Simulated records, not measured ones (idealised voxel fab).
process module | voxel released beams
cross-section cut | 150 nm wide | cells 5 nm
A cross-section is a grid of square cells, given in bands from the top down. A band is one or more rows of cells.
Each band's line starts with the height of the band's top and of its bottom, in nm. Then come its materials from left to right, each with its width in nm. One material with "throughout" fills the band from edge to edge. "air" is empty space.
Height 0 is the level under which the wafer as received is all one material. The lowest band goes on downwards, as in "0 down".
A width such as "30 to 40" changes by the same amount from each row of cells to the next, from the band's top row to its bottom row.
"no change" after a step means that no cell of the cross-section changed.
closed voids: empty space of 8 cells or more with no open way to the top, each as width x height at its distance from the left edge, in nm
after a step's settings: what the simulator itself notes on the step
overlay nm, on a step with a mask: how far to the right of its planned place the mask lay; to the left if negative
plan
1 op RECEIVE | material Si
2 op CONFORMAL_DEP | material Al2O3 | thk nm 5
3 op DIRECTIONAL_DEP | material SiO2 | thk nm 10
4 op PATTERN | tone open | mask id ANCHOR | material resist | width nm 25 | thk nm 20 | overlay nm 0
5 op DIRECTIONAL_ETCH | etch materials SiO2 | depth nm 10
6 op STRIP | etch materials resist
7 op CONFORMAL_DEP | material SiN | thk nm 10
8 op PATTERN | tone cover | mask id BEAM | material resist | width nm 110 | thk nm 15 | overlay nm 0
9 op DIRECTIONAL_ETCH | etch materials SiN | depth nm 10
10 op STRIP | etch materials resist
11 op STRIP | etch materials SiO2
varied across the wafers: overlay nm of step 8. The plan shows the first wafer's value. All wafers start alike
first wafer as received, after step 1
  0 down: Si throughout
  closed voids: none
each wafer at the end: cells of each material gained (+) or lost (-) since it was received, then its closed voids
overlay nm 0 | +30 Al2O3 | +52 SiN | closed voids: none
overlay nm 5 | +30 Al2O3 | +52 SiN | closed voids: none
overlay nm 10 | +30 Al2O3 | +52 SiN | closed voids: none
